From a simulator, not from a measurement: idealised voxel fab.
Process module, titled voxel ribs on slabs
cross-section cut | 250 nm wide | cells 5 nm
Cross-section layout: square cells on a grid; listed as bands, top to bottom; a band spans one or more cell rows.
Each band's line starts with the height of the band's top and of its bottom, in nm. Then come its materials from left to right, each with its width in nm. One material with "full width" fills the band from edge to edge. "empty" is empty space.
For the purposes of this specification, 0 denotes the height below which the wafer in its as-received condition is composed wholly of one material, and the lowermost band, lacking a lower limit, extends downward without end, as expressed in "z 0 and below".
Think of "30..40" as a width that walks from the first number to the second as you go down the band, top row to bottom row, taking equal-sized steps from row to row.
Reading "stayed the same" for a step: not a cell of the cross-section changed in it.
Voids not open to the top, 8 cells minimum: see "Enclosed void list". Written width x height at distance; distance is from the left edge; nm.
Text after the settings on a step's line: the simulator's own remark on that step.
A step's line can hold "overlay nm"; with a mask on that step, the setting says how far right of the planned place the mask lay, while a negative setting says it lay to the left.
Steps planned for the process:
| 1 | RECEIVE,material Si |
| 2 | DIRECTIONAL_DEP,material SiO2,thk nm 20 |
| 3 | DIRECTIONAL_DEP,material polySi,thk nm 15 |
| 4 | DIRECTIONAL_DEP,material aC,thk nm 15 |
| 5 | PATTERN,tone cover,mask id RIB,material resist,width nm 25,thk nm 35,overlay nm 0 |
| 6 | DIRECTIONAL_ETCH,etch materials aC,depth nm 15 |
| 7 | STRIP,etch materials resist |
| 8 | DIRECTIONAL_ETCH,etch materials polySi,depth nm 10 |
| 9 | STRIP,etch materials aC |
| 10 | PATTERN,tone cover,mask id SLAB,material resist,width nm 65,thk nm 20,overlay nm 0 |
| 11 | DIRECTIONAL_ETCH,etch materials polySi,depth nm 5 |
| 12 | STRIP,etch materials resist |
| 13 | FILL_DEP,material SiO2,thk nm 15 |
| 14 | CMP,height nm 45 |
| 15 | DIRECTIONAL_DEP,material W,thk nm 10 |
| 16 | MASKED_ETCH,tone cover,mask id HEATER,width nm 35,etch materials W,depth nm 10,overlay nm 0 |
| 17 | CONFORMAL_DEP,material SiN,thk nm 5 |
Don't read the plan's width nm for step 10 as applying to every wafer: that's the first wafer's value, and the wafers differ in it, though they all start identical.
The as-received cross-section of the first of several wafers corresponds to the state after step 1:
z 0 and below: Si full width
Enclosed void list: none
For your reference, the table is organized with a row per wafer; each row reflects the wafer at the end of the module, indicating for each material the cells gained (+) or lost (-) since receipt, and thereafter its closed voids:
width nm 65; +54 SiN; +427 SiO2; +14 W; +23 polySi; Enclosed void list: none
width nm 70; +54 SiN; +426 SiO2; +14 W; +24 polySi; Enclosed void list: none
width nm 75; +54 SiN; +425 SiO2; +14 W; +25 polySi; Enclosed void list: none
width nm 80; +54 SiN; +424 SiO2; +14 W; +26 polySi; Enclosed void list: none
width nm 85; +54 SiN; +423 SiO2; +14 W; +27 polySi; Enclosed void list: none
width nm 90; +54 SiN; +422 SiO2; +14 W; +28 polySi; Enclosed void list: none
